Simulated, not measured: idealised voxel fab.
The name of this process module is voxel wiring stack.
It is cross-section cut that appears here, measuring 270 nm in width, its square cells being 5 nm in size.
Reading order for cross-sections: top band down to bottom band. Underlying form: a grid of square cells. Band size: one or more rows of cells. The entry gives the band's vertical extent as a top height and a bottom height in nm, then its horizontal make-up as materials from left to right, each with a width in nm. "air" stands for empty space; a single material marked "throughout" fills the band edge to edge. Measure heights from 0. That's the level where, below it, the as-received wafer is all one material. The lowest band is bottomless and extends downward; write it as in "0 -> down". Width spec "30 to 40" -> top row of cells at first value, bottom row at second value, equal per-row change in between. Where the words "same as before" appear for a step, the cross-section shows no cell changed by that step; every cell remained as before. Closed-off voids of 8+ cells (no open route to the top) go in "Trapped cavities", written width x height at distance from the left edge, in nm. Anything after a step's settings on that line? It's the simulator's own note about the step. The optional step-line setting "overlay nm" applies to steps with a mask and quantifies how far to the right of its planned location the mask lay, a negative value indicating leftward placement. Read each pair as before and after one process step. The after cross-section shows only down to the lowest band that changed. The step between them and its settings are given below the pair. Pairs can come from different runs of this module on the same starting wafer. A pair continues from the pair above only where its "Before step" entry says so.

BEFORE STEP
	85 -> 70: 105 nm lowk | 5 nm air | 160 nm lowk
	70 -> 60: lowk throughout
	60 -> 55: 105 nm SiN | 5 nm lowk | 160 nm SiN
	55 -> 45: 100 nm SiO2 | 5 nm SiN | 5 nm lowk | 5 nm SiN | 155 nm SiO2
	45 -> 40: 100 nm SiCN | 15 nm SiN | 155 nm SiCN
	40 -> 15: 100 nm W | 25 nm lowk | 20 nm W | 25 nm lowk | 100 nm W
	15 -> 10: 100 nm TiN | 25 nm lowk | 20 nm TiN | 25 nm lowk | 100 nm TiN
	10 -> 0: SiO2 throughout
	0 -> down: Si throughout
	Trapped cavities: none

SECTION AFTER PROCESSING
	100 -> 85: 105 nm aC | 5 nm air | 160 nm aC
	85 -> 70: 105 nm lowk | 5 nm aC | 160 nm lowk
	Nothing below the height 70 has changed.
	Trapped cavities: none
The two cross-sections above bracket this step: DIRECTIONAL_DEP with material aC, thk nm 15

Before step: the state before this step is the cross-section shown after the step in the pair just above.

SECTION AFTER PROCESSING
	130 -> 100: 100 nm resist | 25 nm air | 20 nm resist | 25 nm air | 100 nm resist
	Nothing below the height 100 has changed.
	Trapped cavities: none
The two cross-sections above bracket this step: PATTERN with tone open, mask id METAL_2, material resist, width nm 25, pitch nm 45, thk nm 30, overlay nm 0

Before step: the state before this step is the cross-section shown after the step in the pair just above.

SECTION AFTER PROCESSING
	115 -> 100: 100 nm resist | 25 nm air | 20 nm resist | 25 nm air | 100 nm resist
	100 -> 85: 100 nm aC | 25 nm air | 20 nm aC | 25 nm air | 100 nm aC
	85 -> 70: 105 nm lowk | 5 nm air | 160 nm lowk
	Nothing below the height 70 has changed.
	Trapped cavities: none
The two cross-sections above bracket this step: DIRECTIONAL_ETCH with etch materials aC, depth nm 15

Before step: the state before this step is the cross-section shown after the step in the pair just above.

SECTION AFTER PROCESSING
	100 -> 85: 100 nm aC | 25 nm air | 20 nm aC | 25 nm air | 100 nm aC
	Nothing below the height 85 has changed.
	Trapped cavities: none
The two cross-sections above bracket this step: STRIP with etch materials resist

Before step: the state before this step is the cross-section shown after the step in the pair just above.

SECTION AFTER PROCESSING
	100 -> 85: 100 nm aC | 25 nm air | 20 nm aC | 25 nm air | 100 nm aC
	85 -> 60: 100 nm lowk | 25 nm air | 20 nm lowk | 25 nm air | 100 nm lowk
	60 -> 55: 105 nm SiN | 5 nm air | 160 nm SiN
	55 -> 45: 100 nm SiO2 | 5 nm SiN | 5 nm air | 5 nm SiN | 155 nm SiO2
	Nothing below the height 45 has changed.
	Trapped cavities: none
The two cross-sections above bracket this step: DIRECTIONAL_ETCH with etch materials lowk, depth nm 25

Before step: the state before this step is the cross-section shown after the step in the pair just above.

SECTION AFTER PROCESSING
	100 -> 85: 100 nm aC | 25 nm air | 20 nm aC | 25 nm air | 100 nm aC
	85 -> 60: 100 nm lowk | 25 nm air | 20 nm lowk | 25 nm air | 100 nm lowk
	60 -> 55: 100 nm SiN | 25 nm air | 20 nm SiN | 25 nm air | 100 nm SiN
	55 -> 45: 100 nm SiO2 | 5 nm SiN | 5 nm air | 5 nm SiN | 155 nm SiO2
	45 -> 40: 100 nm SiCN | 5 nm SiN | 5 nm air | 5 nm SiN | 155 nm SiCN
	Nothing below the height 40 has changed.
	Trapped cavities: none
The two cross-sections above bracket this step: DIRECTIONAL_ETCH with etch materials SiN, depth nm 5

Before step: the state before this step is the cross-section shown after the step in the pair just above.

SECTION AFTER PROCESSING
	85 -> 60: 100 nm lowk | 25 nm air | 20 nm lowk | 25 nm air | 100 nm lowk
	Nothing below the height 60 has changed.
	Trapped cavities: none
The two cross-sections above bracket this step: STRIP with etch materials aC

Before step: the state before this step is the cross-section shown after the step in the pair just above.

SECTION AFTER PROCESSING
	90 -> 85: 105 nm TiN | 15 nm air | 30 nm TiN | 15 nm air | 105 nm TiN
	85 -> 60: 100 nm lowk | 5 nm TiN | 15 nm air | 5 nm TiN | 20 nm lowk | 5 nm TiN | 15 nm air | 5 nm TiN | 100 nm lowk
	60 -> 55: 100 nm SiN | 25 nm TiN | 20 nm SiN | 25 nm TiN | 100 nm SiN
	55 -> 45: 100 nm SiO2 | 5 nm SiN | 5 nm TiN | 5 nm SiN | 155 nm SiO2
	45 -> 40: 100 nm SiCN | 5 nm SiN | 5 nm TiN | 5 nm SiN | 155 nm SiCN
	Nothing below the height 40 has changed.
	Trapped cavities: none
The two cross-sections above bracket this step: CONFORMAL_DEP with material TiN, thk nm 5

Before step: the state before this step is the cross-section shown after the step in the pair just above.

SECTION AFTER PROCESSING
	95 -> 90: Ru throughout
	90 -> 85: 105 nm TiN | 15 nm Ru | 30 nm TiN | 15 nm Ru | 105 nm TiN
	85 -> 60: 100 nm lowk | 5 nm TiN | 15 nm Ru | 5 nm TiN | 20 nm lowk | 5 nm TiN | 15 nm Ru | 5 nm TiN | 100 nm lowk
	Nothing below the height 60 has changed.
	Trapped cavities: none
The two cross-sections above bracket this step: FILL_DEP with material Ru, thk nm 5

Before step: the state before this step is the cross-section shown after the step in the pair just above.

SECTION AFTER PROCESSING
	85 -> 60: 100 nm lowk | 5 nm TiN | 15 nm Ru | 5 nm TiN | 20 nm lowk | 5 nm TiN | 15 nm Ru | 5 nm TiN | 100 nm lowk
	Nothing below the height 60 has changed.
	Trapped cavities: none
The two cross-sections above bracket this step: CMP with height nm 85

Before step: the state before this step is the cross-section shown after the step in the pair just above.

SECTION AFTER PROCESSING
	90 -> 85: SiN throughout
	Nothing below the height 85 has changed.
	Trapped cavities: none
The two cross-sections above bracket this step: CONFORMAL_DEP with material SiN, thk nm 5
